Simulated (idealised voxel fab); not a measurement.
Process module name: voxel wiring stack
In the cross-section labelled cut, the width is 230 nm and each square cell is 5 nm.
Square cells in a grid make up a cross-section in this document, and the grid is given as bands, listed from the top down, each one or more rows of cells. Band entry format. Leading values: height of top, height of bottom, nm. Remainder: materials in left-to-right order, each with its width in nm. Special words: "edge to edge" on a single material, which then fills the band edge to edge; "blank", empty space. Measure heights from 0. That's the level where, below it, the as-received wafer is all one material. The lowest band is bottomless and extends downward; write it as in "z 0 and below". Read "30..40" as a graded width: first number on top, second number at the bottom, same change between each pair of neighbouring rows. "nothing different", as given for a step, is the statement that not any cell of the cross-section underwent a change during that step. "Fully closed voids" lists enclosed empty spaces (at least 8 cells, no open path upward to the top), each as width x height at distance from the left edge, in nm. Where a step's line continues beyond its settings, the continuation is a remark by the simulator itself on that step. A step line may carry the setting "overlay nm", which, for steps involving a mask, states the distance by which the mask lay to the right of its intended position; negative values denote displacement to the left. Reading guide: pairs of cross-sections, before and after one process step; after view cut off at lowest changed band; step and settings listed under each pair. Pairs may stem from different runs of this module on the same starting wafer; continuity with the pair above only where the "before" entry states it.

before
	z 115 to 110  TiN: 35, then blank: 20, then TiN: 25, then blank: 20, then TiN: 25, then blank: 20, then TiN: 25, then blank: 20, then TiN: 40
	z 110 to 95  lowk: 30, then TiN: 5, then blank: 20, then TiN: 5, then lowk: 15, then TiN: 5, then blank: 20, then TiN: 5, then lowk: 15, then TiN: 5, then blank: 20, then TiN: 5, then lowk: 15, then TiN: 5, then blank: 20, then TiN: 5, then lowk: 35
	z 95 to 90  lowk: 30, then TiN: 5, then blank: 5, then TiN: 20, then lowk: 15, then TiN: 5, then blank: 5, then TiN: 20, then lowk: 15, then TiN: 5, then blank: 5, then TiN: 20, then lowk: 15, then TiN: 5, then blank: 5, then TiN: 20, then lowk: 35
	z 90 to 80  lowk: 30, then TiN: 5, then blank: 5, then TiN: 5, then lowk: 30, then TiN: 5, then blank: 5, then TiN: 5, then lowk: 30, then TiN: 5, then blank: 5, then TiN: 5, then lowk: 30, then TiN: 5, then blank: 5, then TiN: 5, then lowk: 50
	z 80 to 75  SiCN: 30, then TiN: 15, then SiCN: 30, then TiN: 15, then SiCN: 30, then TiN: 15, then SiCN: 30, then TiN: 15, then SiCN: 50
	z 75 to 70  SiO2: 30, then TiN: 30, then SiO2: 15, then TiN: 30, then SiO2: 15, then TiN: 30, then SiO2: 15, then TiN: 30, then SiO2: 35
	z 70 to 55  SiO2: 30, then lowk: 30, then SiO2: 15, then lowk: 30, then SiO2: 15, then lowk: 30, then SiO2: 15, then lowk: 30, then SiO2: 35
	z 55 to 45  SiO2 edge to edge
	z 45 to 40  SiCN edge to edge
	z 40 to 15  lowk: 30, then TiN: 5, then Cu: 20, then TiN: 5, then lowk: 15, then TiN: 5, then Cu: 20, then TiN: 5, then lowk: 15, then TiN: 5, then Cu: 20, then TiN: 5, then lowk: 15, then TiN: 5, then Cu: 20, then TiN: 5, then lowk: 35
	z 15 to 10  SiCN: 30, then TiN: 30, then SiCN: 15, then TiN: 30, then SiCN: 15, then TiN: 30, then SiCN: 15, then TiN: 30, then SiCN: 35
	z 10 to 0  SiO2 edge to edge
	z 0 and below  Si edge to edge
	Fully closed voids: none

Resulting Cross-Section
	z 120 to 115  Ru edge to edge
	z 115 to 110  TiN: 35, then Ru: 20, then TiN: 25, then Ru: 20, then TiN: 25, then Ru: 20, then TiN: 25, then Ru: 20, then TiN: 40
	z 110 to 95  lowk: 30, then TiN: 5, then Ru: 20, then TiN: 5, then lowk: 15, then TiN: 5, then Ru: 20, then TiN: 5, then lowk: 15, then TiN: 5, then Ru: 20, then TiN: 5, then lowk: 15, then TiN: 5, then Ru: 20, then TiN: 5, then lowk: 35
	z 95 to 90  lowk: 30, then TiN: 5, then Ru: 5, then TiN: 20, then lowk: 15, then TiN: 5, then Ru: 5, then TiN: 20, then lowk: 15, then TiN: 5, then Ru: 5, then TiN: 20, then lowk: 15, then TiN: 5, then Ru: 5, then TiN: 20, then lowk: 35
	z 90 to 80  lowk: 30, then TiN: 5, then Ru: 5, then TiN: 5, then lowk: 30, then TiN: 5, then Ru: 5, then TiN: 5, then lowk: 30, then TiN: 5, then Ru: 5, then TiN: 5, then lowk: 30, then TiN: 5, then Ru: 5, then TiN: 5, then lowk: 50
	Anything lower than 80 is untouched.
	Fully closed voids: none
Here is the step that sits between the two cross-sections above: FILL_DEP (material Ru; thk nm 5)

before: after-step cross-section of the pair just above applies.

Resulting Cross-Section
	z 110 to 95  lowk: 30, then TiN: 5, then Ru: 20, then TiN: 5, then lowk: 15, then TiN: 5, then Ru: 20, then TiN: 5, then lowk: 15, then TiN: 5, then Ru: 20, then TiN: 5, then lowk: 15, then TiN: 5, then Ru: 20, then TiN: 5, then lowk: 35
	Anything lower than 95 is untouched.
	Fully closed voids: none
Here is the step that sits between the two cross-sections above: CMP (height nm 110)

before: after-step cross-section of the pair just above applies.

Resulting Cross-Section
	z 115 to 110  SiCN edge to edge
	Anything lower than 110 is untouched.
	Fully closed voids: none
Here is the step that sits between the two cross-sections above: CONFORMAL_DEP (material SiCN; thk nm 5)

before
	z 50 to 40  aC edge to edge
	z 40 to 15  lowk edge to edge
	z 15 to 10  SiCN edge to edge
	z 10 to 0  SiO2 edge to edge
	z 0 and below  Si edge to edge
	Fully closed voids: none

Resulting Cross-Section
	z 75 to 50  blank: 30, then resist: 30, then blank: 15, then resist: 30, then blank: 15, then resist: 30, then blank: 15, then resist: 30, then blank: 35
	Anything lower than 50 is untouched.
	Fully closed voids: none
Here is the step that sits between the two cross-sections above: PATTERN (tone cover; mask id METAL_1; material resist; width nm 30; pitch nm 45; thk nm 25; overlay nm 0)

before: after-step cross-section of the pair just above applies.

Resulting Cross-Section
	z 65 to 50  blank: 30, then resist: 30, then blank: 15, then resist: 30, then blank: 15, then resist: 30, then blank: 15, then resist: 30, then blank: 35
	z 50 to 40  blank: 30, then aC: 30, then blank: 15, then aC: 30, then blank: 15, then aC: 30, then blank: 15, then aC: 30, then blank: 35
	Anything lower than 40 is untouched.
	Fully closed voids: none
Here is the step that sits between the two cross-sections above: DIRECTIONAL_ETCH (etch materials aC; depth nm 10)

before: after-step cross-section of the pair just above applies.

Resulting Cross-Section
	z 50 to 40  blank: 30, then aC: 30, then blank: 15, then aC: 30, then blank: 15, then aC: 30, then blank: 15, then aC: 30, then blank: 35
	Anything lower than 40 is untouched.
	Fully closed voids: none
Here is the step that sits between the two cross-sections above: STRIP (etch materials resist)

before: after-step cross-section of the pair just above applies.

Resulting Cross-Section
	z 50 to 40  blank: 30, then aC: 30, then blank: 15, then aC: 30, then blank: 15, then aC: 30, then blank: 15, then aC: 30, then blank: 35
	z 40 to 15  blank: 30, then lowk: 30, then blank: 15, then lowk: 30, then blank: 15, then lowk: 30, then blank: 15, then lowk: 30, then blank: 35
	Anything lower than 15 is untouched.
	Fully closed voids: none
Here is the step that sits between the two cross-sections above: DIRECTIONAL_ETCH (etch materials lowk; depth nm 25)

before: after-step cross-section of the pair just above applies.

Resulting Cross-Section
	z 50 to 40  blank: 30, then aC: 30, then blank: 15, then aC: 30, then blank: 15, then aC: 30, then blank: 15, then aC: 30, then blank: 35
	z 40 to 15  blank: 30, then lowk: 30, then blank: 15, then lowk: 30, then blank: 15, then lowk: 30, then blank: 15, then lowk: 30, then blank: 35
	z 15 to 10  blank: 30, then SiCN: 30, then blank: 15, then SiCN: 30, then blank: 15, then SiCN: 30, then blank: 15, then SiCN: 30, then blank: 35
	Anything lower than 10 is untouched.
	Fully closed voids: none
Here is the step that sits between the two cross-sections above: DIRECTIONAL_ETCH (etch materials SiCN; depth nm 5)

before: after-step cross-section of the pair just above applies.

Resulting Cross-Section
	z 40 to 15  blank: 30, then lowk: 30, then blank: 15, then lowk: 30, then blank: 15, then lowk: 30, then blank: 15, then lowk: 30, then blank: 35
	Anything lower than 15 is untouched.
	Fully closed voids: none
Here is the step that sits between the two cross-sections above: STRIP (etch materials aC)

before: after-step cross-section of the pair just above applies.

Resulting Cross-Section
	z 45 to 40  blank: 25, then TiN: 40, then blank: 5, then TiN: 40, then blank: 5, then TiN: 40, then blank: 5, then TiN: 40, then blank: 30
	z 40 to 15  blank: 25, then TiN: 5, then lowk: 30, then TiN: 5, then blank: 5, then TiN: 5, then lowk: 30, then TiN: 5, then blank: 5, then TiN: 5, then lowk: 30, then TiN: 5, then blank: 5, then TiN: 5, then lowk: 30, then TiN: 5, then blank: 30
	z 15 to 10  TiN: 30, then SiCN: 30, then TiN: 15, then SiCN: 30, then TiN: 15, then SiCN: 30, then TiN: 15, then SiCN: 30, then TiN: 35
	Anything lower than 10 is untouched.
	Fully closed voids: none
Here is the step that sits between the two cross-sections above: CONFORMAL_DEP (material TiN; thk nm 5)

before: after-step cross-section of the pair just above applies.

Resulting Cross-Section
	z 50 to 45  Cu edge to edge
	z 45 to 40  Cu: 25, then TiN: 40, then Cu: 5, then TiN: 40, then Cu: 5, then TiN: 40, then Cu: 5, then TiN: 40, then Cu: 30
	z 40 to 15  Cu: 25, then TiN: 5, then lowk: 30, then TiN: 5, then Cu: 5, then TiN: 5, then lowk: 30, then TiN: 5, then Cu: 5, then TiN: 5, then lowk: 30, then TiN: 5, then Cu: 5, then TiN: 5, then lowk: 30, then TiN: 5, then Cu: 30
	Anything lower than 15 is untouched.
	Fully closed voids: none
Here is the step that sits between the two cross-sections above: FILL_DEP (material Cu; thk nm 5)

before: after-step cross-section of the pair just above applies.

Resulting Cross-Section
	z 40 to 15  Cu: 25, then TiN: 5, then lowk: 30, then TiN: 5, then Cu: 5, then TiN: 5, then lowk: 30, then TiN: 5, then Cu: 5, then TiN: 5, then lowk: 30, then TiN: 5, then Cu: 5, then TiN: 5, then lowk: 30, then TiN: 5, then Cu: 30
	Anything lower than 15 is untouched.
	Fully closed voids: none
Here is the step that sits between the two cross-sections above: CMP (height nm 40)

before: after-step cross-section of the pair just above applies.

Resulting Cross-Section
	z 45 to 40  SiCN edge to edge
	Anything lower than 40 is untouched.
	Fully closed voids: none
Here is the step that sits between the two cross-sections above: CONFORMAL_DEP (material SiCN; thk nm 5)

before: after-step cross-section of the pair just above applies.

Resulting Cross-Section
	z 75 to 45  SiO2 edge to edge
	Anything lower than 45 is untouched.
	Fully closed voids: none
Here is the step that sits between the two cross-sections above: DIRECTIONAL_DEP (material SiO2; thk nm 30)

before: after-step cross-section of the pair just above applies.

Resulting Cross-Section
	z 75 to 55  SiO2: 30, then blank: 30, then SiO2: 15, then blank: 30, then SiO2: 15, then blank: 30, then SiO2: 15, then blank: 30, then SiO2: 35
	Anything lower than 55 is untouched.
	Fully closed voids: none
Here is the step that sits between the two cross-sections above: MASKED_ETCH (tone open; mask id METAL_2; width nm 30; pitch nm 45; etch materials SiO2; depth nm 20; overlay nm 0)

before: after-step cross-section of the pair just above applies.

Resulting Cross-Section
	z 90 to 75  aC: 30, then blank: 30, then aC: 15, then blank: 30, then aC: 15, then blank: 30, then aC: 15, then blank: 30, then aC: 35
	z 75 to 70  SiO2: 30, then blank: 30, then SiO2: 15, then blank: 30, then SiO2: 15, then blank: 30, then SiO2: 15, then blank: 30, then SiO2: 35
	z 70 to 55  SiO2: 30, then aC: 30, then SiO2: 15, then aC: 30, then SiO2: 15, then aC: 30, then SiO2: 15, then aC: 30, then SiO2: 35
	Anything lower than 55 is untouched.
	Fully closed voids: none
Here is the step that sits between the two cross-sections above: DIRECTIONAL_DEP (material aC; thk nm 15)

before: after-step cross-section of the pair just above applies.

Resulting Cross-Section
	z 120 to 90  resist: 30, then blank: 15, then resist: 30, then blank: 15, then resist: 30, then blank: 15, then resist: 30, then blank: 15, then resist: 50
	z 90 to 75  aC: 30, then blank: 15, then resist: 15, then aC: 15, then blank: 15, then resist: 15, then aC: 15, then blank: 15, then resist: 15, then aC: 15, then blank: 15, then resist: 15, then aC: 35
	z 75 to 70  SiO2: 30, then blank: 15, then resist: 15, then SiO2: 15, then blank: 15, then resist: 15, then SiO2: 15, then blank: 15, then resist: 15, then SiO2: 15, then blank: 15, then resist: 15, then SiO2: 35
	Anything lower than 70 is untouched.
	Fully closed voids: none
Here is the step that sits between the two cross-sections above: PATTERN (tone open; mask id METAL_2_HOLES; material resist; width nm 15; pitch nm 45; thk nm 30; overlay nm 0)

before: after-step cross-section of the pair just above applies.

Resulting Cross-Section
	z 105 to 90  resist: 30, then blank: 15, then resist: 30, then blank: 15, then resist: 30, then blank: 15, then resist: 30, then blank: 15, then resist: 50
	z 90 to 75  aC: 30, then blank: 15, then resist: 15, then aC: 15, then blank: 15, then resist: 15, then aC: 15, then blank: 15, then resist: 15, then aC: 15, then blank: 15, then resist: 15, then aC: 35
	z 75 to 70  SiO2: 30, then blank: 15, then resist: 15, then SiO2: 15, then blank: 15, then resist: 15, then SiO2: 15, then blank: 15, then resist: 15, then SiO2: 15, then blank: 15, then resist: 15, then SiO2: 35
	z 70 to 55  SiO2: 30, then blank: 15, then aC: 15, then SiO2: 15, then blank: 15, then aC: 15, then SiO2: 15, then blank: 15, then aC: 15, then SiO2: 15, then blank: 15, then aC: 15, then SiO2: 35
	Anything lower than 55 is untouched.
	Fully closed voids: none
Here is the step that sits between the two cross-sections above: DIRECTIONAL_ETCH (etch materials aC; depth nm 15)

before: after-step cross-section of the pair just above applies.

Resulting Cross-Section
	z 90 to 75  aC: 30, then blank: 30, then aC: 15, then blank: 30, then aC: 15, then blank: 30, then aC: 15, then blank: 30, then aC: 35
	z 75 to 70  SiO2: 30, then blank: 30, then SiO2: 15, then blank: 30, then SiO2: 15, then blank: 30, then SiO2: 15, then blank: 30, then SiO2: 35
	Anything lower than 70 is untouched.
	Fully closed voids: none
Here is the step that sits between the two cross-sections above: STRIP (etch materials resist)

before: after-step cross-section of the pair just above applies.

Resulting Cross-Section
	z 90 to 75  aC: 30, then blank: 30, then aC: 15, then blank: 30, then aC: 15, then blank: 30, then aC: 15, then blank: 30, then aC: 35
	z 75 to 70  SiO2: 30, then blank: 30, then SiO2: 15, then blank: 30, then SiO2: 15, then blank: 30, then SiO2: 15, then blank: 30, then SiO2: 35
	z 70 to 55  SiO2: 30, then blank: 15, then aC: 15, then SiO2: 15, then blank: 15, then aC: 15, then SiO2: 15, then blank: 15, then aC: 15, then SiO2: 15, then blank: 15, then aC: 15, then SiO2: 35
	z 55 to 45  SiO2: 30, then blank: 15, then SiO2: 30, then blank: 15, then SiO2: 30, then blank: 15, then SiO2: 30, then blank: 15, then SiO2: 50
	Anything lower than 45 is untouched.
	Fully closed voids: none
Here is the step that sits between the two cross-sections above: DIRECTIONAL_ETCH (etch materials SiO2; depth nm 10)

before: after-step cross-section of the pair just above applies.

Resulting Cross-Section
	z 90 to 75  aC: 30, then blank: 30, then aC: 15, then blank: 30, then aC: 15, then blank: 30, then aC: 15, then blank: 30, then aC: 35
	z 75 to 70  SiO2: 30, then blank: 30, then SiO2: 15, then blank: 30, then SiO2: 15, then blank: 30, then SiO2: 15, then blank: 30, then SiO2: 35
	z 70 to 55  SiO2: 30, then blank: 15, then aC: 15, then SiO2: 15, then blank: 15, then aC: 15, then SiO2: 15, then blank: 15, then aC: 15, then SiO2: 15, then blank: 15, then aC: 15, then SiO2: 35
	z 55 to 45  SiO2: 30, then blank: 15, then SiO2: 30, then blank: 15, then SiO2: 30, then blank: 15, then SiO2: 30, then blank: 15, then SiO2: 50
	z 45 to 40  SiCN: 30, then blank: 15, then SiCN: 30, then blank: 15, then SiCN: 30, then blank: 15, then SiCN: 30, then blank: 15, then SiCN: 50
	Anything lower than 40 is untouched.
	Fully closed voids: none
Here is the step that sits between the two cross-sections above: DIRECTIONAL_ETCH (etch materials SiCN; depth nm 5)

before: after-step cross-section of the pair just above applies.

Resulting Cross-Section
	z 75 to 55  SiO2: 30, then blank: 30, then SiO2: 15, then blank: 30, then SiO2: 15, then blank: 30, then SiO2: 15, then blank: 30, then SiO2: 35
	Anything lower than 55 is untouched.
	Fully closed voids: none
Here is the step that sits between the two cross-sections above: STRIP (etch materials aC)

before: after-step cross-section of the pair just above applies.

Resulting Cross-Section
	z 80 to 75  TiN: 35, then blank: 20, then TiN: 25, then blank: 20, then TiN: 25, then blank: 20, then TiN: 25, then blank: 20, then TiN: 40
	z 75 to 60  SiO2: 30, then TiN: 5, then blank: 20, then TiN: 5, then SiO2: 15, then TiN: 5, then blank: 20, then TiN: 5, then SiO2: 15, then TiN: 5, then blank: 20, then TiN: 5, then SiO2: 15, then TiN: 5, then blank: 20, then TiN: 5, then SiO2: 35
	z 60 to 55  SiO2: 30, then TiN: 5, then blank: 5, then TiN: 20, then SiO2: 15, then TiN: 5, then blank: 5, then TiN: 20, then SiO2: 15, then TiN: 5, then blank: 5, then TiN: 20, then SiO2: 15, then TiN: 5, then blank: 5, then TiN: 20, then SiO2: 35
	z 55 to 45  SiO2: 30, then TiN: 5, then blank: 5, then TiN: 5, then SiO2: 30, then TiN: 5, then blank: 5, then TiN: 5, then SiO2: 30, then TiN: 5, then blank: 5, then TiN: 5, then SiO2: 30, then TiN: 5, then blank: 5, then TiN: 5, then SiO2: 50
	z 45 to 40  SiCN: 30, then TiN: 15, then SiCN: 30, then TiN: 15, then SiCN: 30, then TiN: 15, then SiCN: 30, then TiN: 15, then SiCN: 50
	Anything lower than 40 is untouched.
	Fully closed voids: none
Here is the step that sits between the two cross-sections above: CONFORMAL_DEP (material TiN; thk nm 5)

before: after-step cross-section of the pair just above applies.

Resulting Cross-Section
	z 90 to 80  Cu edge to edge
	z 80 to 75  TiN: 35, then Cu: 20, then TiN: 25, then Cu: 20, then TiN: 25, then Cu: 20, then TiN: 25, then Cu: 20, then TiN: 40
	z 75 to 60  SiO2: 30, then TiN: 5, then Cu: 20, then TiN: 5, then SiO2: 15, then TiN: 5, then Cu: 20, then TiN: 5, then SiO2: 15, then TiN: 5, then Cu: 20, then TiN: 5, then SiO2: 15, then TiN: 5, then Cu: 20, then TiN: 5, then SiO2: 35
	z 60 to 55  SiO2: 30, then TiN: 5, then Cu: 5, then TiN: 20, then SiO2: 15, then TiN: 5, then Cu: 5, then TiN: 20, then SiO2: 15, then TiN: 5, then Cu: 5, then TiN: 20, then SiO2: 15, then TiN: 5, then Cu: 5, then TiN: 20, then SiO2: 35
	z 55 to 45  SiO2: 30, then TiN: 5, then Cu: 5, then TiN: 5, then SiO2: 30, then TiN: 5, then Cu: 5, then TiN: 5, then SiO2: 30, then TiN: 5, then Cu: 5, then TiN: 5, then SiO2: 30, then TiN: 5, then Cu: 5, then TiN: 5, then SiO2: 50
	Anything lower than 45 is untouched.
	Fully closed voids: none
Here is the step that sits between the two cross-sections above: FILL_DEP (material Cu; thk nm 10)

before: after-step cross-section of the pair just above applies.

Resulting Cross-Section
	z 75 to 60  SiO2: 30, then TiN: 5, then Cu: 20, then TiN: 5, then SiO2: 15, then TiN: 5, then Cu: 20, then TiN: 5, then SiO2: 15, then TiN: 5, then Cu: 20, then TiN: 5, then SiO2: 15, then TiN: 5, then Cu: 20, then TiN: 5, then SiO2: 35
	Anything lower than 60 is untouched.
	Fully closed voids: none
Here is the step that sits between the two cross-sections above: CMP (height nm 75)

before: after-step cross-section of the pair just above applies.

Resulting Cross-Section
	z 80 to 75  SiCN edge to edge
	Anything lower than 75 is untouched.
	Fully closed voids: none
Here is the step that sits between the two cross-sections above: CONFORMAL_DEP (material SiCN; thk nm 5)

before: after-step cross-section of the pair just above applies.

Resulting Cross-Section
	z 110 to 80  lowk edge to edge
	Anything lower than 80 is untouched.
	Fully closed voids: none
Here is the step that sits between the two cross-sections above: DIRECTIONAL_DEP (material lowk; thk nm 30)

before: after-step cross-section of the pair just above applies.

Resulting Cross-Section
	z 110 to 90  lowk: 30, then blank: 30, then lowk: 15, then blank: 30, then lowk: 15, then blank: 30, then lowk: 15, then blank: 30, then lowk: 35
	Anything lower than 90 is untouched.
	Fully closed voids: none
Here is the step that sits between the two cross-sections above: MASKED_ETCH (tone open; mask id METAL_3; width nm 30; pitch nm 45; etch materials lowk; depth nm 20; overlay nm 0)

before: after-step cross-section of the pair just above applies.

Resulting Cross-Section
	z 125 to 110  aC: 30, then blank: 30, then aC: 15, then blank: 30, then aC: 15, then blank: 30, then aC: 15, then blank: 30, then aC: 35
	z 110 to 105  lowk: 30, then blank: 30, then lowk: 15, then blank: 30, then lowk: 15, then blank: 30, then lowk: 15, then blank: 30, then lowk: 35
	z 105 to 90  lowk: 30, then aC: 30, then lowk: 15, then aC: 30, then lowk: 15, then aC: 30, then lowk: 15, then aC: 30, then lowk: 35
	Anything lower than 90 is untouched.
	Fully closed voids: none
Here is the step that sits between the two cross-sections above: DIRECTIONAL_DEP (material aC; thk nm 15)

before: after-step cross-section of the pair just above applies.

Resulting Cross-Section
	z 155 to 125  resist: 30, then blank: 15, then resist: 30, then blank: 15, then resist: 30, then blank: 15, then resist: 30, then blank: 15, then resist: 50
	z 125 to 110  aC: 30, then blank: 15, then resist: 15, then aC: 15, then blank: 15, then resist: 15, then aC: 15, then blank: 15, then resist: 15, then aC: 15, then blank: 15, then resist: 15, then aC: 35
	z 110 to 105  lowk: 30, then blank: 15, then resist: 15, then lowk: 15, then blank: 15, then resist: 15, then lowk: 15, then blank: 15, then resist: 15, then lowk: 15, then blank: 15, then resist: 15, then lowk: 35
	Anything lower than 105 is untouched.
	Fully closed voids: none
Here is the step that sits between the two cross-sections above: PATTERN (tone open; mask id METAL_3_HOLES; material resist; width nm 15; pitch nm 45; thk nm 30; overlay nm 0)

before: after-step cross-section of the pair just above applies.

Resulting Cross-Section
	z 140 to 125  resist: 30, then blank: 15, then resist: 30, then blank: 15, then resist: 30, then blank: 15, then resist: 30, then blank: 15, then resist: 50
	z 125 to 110  aC: 30, then blank: 15, then resist: 15, then aC: 15, then blank: 15, then resist: 15, then aC: 15, then blank: 15, then resist: 15, then aC: 15, then blank: 15, then resist: 15, then aC: 35
	z 110 to 105  lowk: 30, then blank: 15, then resist: 15, then lowk: 15, then blank: 15, then resist: 15, then lowk: 15, then blank: 15, then resist: 15, then lowk: 15, then blank: 15, then resist: 15, then lowk: 35
	z 105 to 90  lowk: 30, then blank: 15, then aC: 15, then lowk: 15, then blank: 15, then aC: 15, then lowk: 15, then blank: 15, then aC: 15, then lowk: 15, then blank: 15, then aC: 15, then lowk: 35
	Anything lower than 90 is untouched.
	Fully closed voids: none
Here is the step that sits between the two cross-sections above: DIRECTIONAL_ETCH (etch materials aC; depth nm 15)

before: after-step cross-section of the pair just above applies.

Resulting Cross-Section
	z 125 to 110  aC: 30, then blank: 30, then aC: 15, then blank: 30, then aC: 15, then blank: 30, then aC: 15, then blank: 30, then aC: 35
	z 110 to 105  lowk: 30, then blank: 30, then lowk: 15, then blank: 30, then lowk: 15, then blank: 30, then lowk: 15, then blank: 30, then lowk: 35
	Anything lower than 105 is untouched.
	Fully closed voids: none
Here is the step that sits between the two cross-sections above: STRIP (etch materials resist)

before: after-step cross-section of the pair just above applies.

Resulting Cross-Section
	z 125 to 110  aC: 30, then blank: 30, then aC: 15, then blank: 30, then aC: 15, then blank: 30, then aC: 15, then blank: 30, then aC: 35
	z 110 to 105  lowk: 30, then blank: 30, then lowk: 15, then blank: 30, then lowk: 15, then blank: 30, then lowk: 15, then blank: 30, then lowk: 35
	z 105 to 90  lowk: 30, then blank: 15, then aC: 15, then lowk: 15, then blank: 15, then aC: 15, then lowk: 15, then blank: 15, then aC: 15, then lowk: 15, then blank: 15, then aC: 15, then lowk: 35
	z 90 to 80  lowk: 30, then blank: 15, then lowk: 30, then blank: 15, then lowk: 30, then blank: 15, then lowk: 30, then blank: 15, then lowk: 50
	Anything lower than 80 is untouched.
	Fully closed voids: none
Here is the step that sits between the two cross-sections above: DIRECTIONAL_ETCH (etch materials lowk; depth nm 10)

before: after-step cross-section of the pair just above applies.

Resulting Cross-Section
	z 125 to 110  aC: 30, then blank: 30, then aC: 15, then blank: 30, then aC: 15, then blank: 30, then aC: 15, then blank: 30, then aC: 35
	z 110 to 105  lowk: 30, then blank: 30, then lowk: 15, then blank: 30, then lowk: 15, then blank: 30, then lowk: 15, then blank: 30, then lowk: 35
	z 105 to 90  lowk: 30, then blank: 15, then aC: 15, then lowk: 15, then blank: 15, then aC: 15, then lowk: 15, then blank: 15, then aC: 15, then lowk: 15, then blank: 15, then aC: 15, then lowk: 35
	z 90 to 80  lowk: 30, then blank: 15, then lowk: 30, then blank: 15, then lowk: 30, then blank: 15, then lowk: 30, then blank: 15, then lowk: 50
	z 80 to 75  SiCN: 30, then blank: 15, then SiCN: 30, then blank: 15, then SiCN: 30, then blank: 15, then SiCN: 30, then blank: 15, then SiCN: 50
	Anything lower than 75 is untouched.
	Fully closed voids: none
Here is the step that sits between the two cross-sections above: DIRECTIONAL_ETCH (etch materials SiCN; depth nm 5)

before: after-step cross-section of the pair just above applies.

Resulting Cross-Section
	z 110 to 90  lowk: 30, then blank: 30, then lowk: 15, then blank: 30, then lowk: 15, then blank: 30, then lowk: 15, then blank: 30, then lowk: 35
	Anything lower than 90 is untouched.
	Fully closed voids: none
Here is the step that sits between the two cross-sections above: STRIP (etch materials aC)

before: after-step cross-section of the pair just above applies.

Resulting Cross-Section
	z 115 to 110  TiN: 35, then blank: 20, then TiN: 25, then blank: 20, then TiN: 25, then blank: 20, then TiN: 25, then blank: 20, then TiN: 40
	z 110 to 95  lowk: 30, then TiN: 5, then blank: 20, then TiN: 5, then lowk: 15, then TiN: 5, then blank: 20, then TiN: 5, then lowk: 15, then TiN: 5, then blank: 20, then TiN: 5, then lowk: 15, then TiN: 5, then blank: 20, then TiN: 5, then lowk: 35
	z 95 to 90  lowk: 30, then TiN: 5, then blank: 5, then TiN: 20, then lowk: 15, then TiN: 5, then blank: 5, then TiN: 20, then lowk: 15, then TiN: 5, then blank: 5, then TiN: 20, then lowk: 15, then TiN: 5, then blank: 5, then TiN: 20, then lowk: 35
	z 90 to 80  lowk: 30, then TiN: 5, then blank: 5, then TiN: 5, then lowk: 30, then TiN: 5, then blank: 5, then TiN: 5, then lowk: 30, then TiN: 5, then blank: 5, then TiN: 5, then lowk: 30, then TiN: 5, then blank: 5, then TiN: 5, then lowk: 50
	z 80 to 75  SiCN: 30, then TiN: 15, then SiCN: 30, then TiN: 15, then SiCN: 30, then TiN: 15, then SiCN: 30, then TiN: 15, then SiCN: 50
	Anything lower than 75 is untouched.
	Fully closed voids: none
Here is the step that sits between the two cross-sections above: CONFORMAL_DEP (material TiN; thk nm 5)

before: after-step cross-section of the pair just above applies.

Resulting Cross-Section
	z 120 to 115  Ru edge to edge
	z 115 to 110  TiN: 35, then Ru: 20, then TiN: 25, then Ru: 20, then TiN: 25, then Ru: 20, then TiN: 25, then Ru: 20, then TiN: 40
	z 110 to 95  lowk: 30, then TiN: 5, then Ru: 20, then TiN: 5, then lowk: 15, then TiN: 5, then Ru: 20, then TiN: 5, then lowk: 15, then TiN: 5, then Ru: 20, then TiN: 5, then lowk: 15, then TiN: 5, then Ru: 20, then TiN: 5, then lowk: 35
	z 95 to 90  lowk: 30, then TiN: 5, then Ru: 5, then TiN: 20, then lowk: 15, then TiN: 5, then Ru: 5, then TiN: 20, then lowk: 15, then TiN: 5, then Ru: 5, then TiN: 20, then lowk: 15, then TiN: 5, then Ru: 5, then TiN: 20, then lowk: 35
	z 90 to 80  lowk: 30, then TiN: 5, then Ru: 5, then TiN: 5, then lowk: 30, then TiN: 5, then Ru: 5, then TiN: 5, then lowk: 30, then TiN: 5, then Ru: 5, then TiN: 5, then lowk: 30, then TiN: 5, then Ru: 5, then TiN: 5, then lowk: 50
	Anything lower than 80 is untouched.
	Fully closed voids: none
Here is the step that sits between the two cross-sections above: FILL_DEP (material Ru; thk nm 5)

before: after-step cross-section of the pair just above applies.

Resulting Cross-Section
	z 110 to 95  lowk: 30, then TiN: 5, then Ru: 20, then TiN: 5, then lowk: 15, then TiN: 5, then Ru: 20, then TiN: 5, then lowk: 15, then TiN: 5, then Ru: 20, then TiN: 5, then lowk: 15, then TiN: 5, then Ru: 20, then TiN: 5, then lowk: 35
	Anything lower than 95 is untouched.
	Fully closed voids: none
Here is the step that sits between the two cross-sections above: CMP (height nm 110)

before: after-step cross-section of the pair just above applies.

Resulting Cross-Section
	z 115 to 110  SiCN edge to edge
	Anything lower than 110 is untouched.
	Fully closed voids: none
Here is the step that sits between the two cross-sections above: CONFORMAL_DEP (material SiCN; thk nm 5)
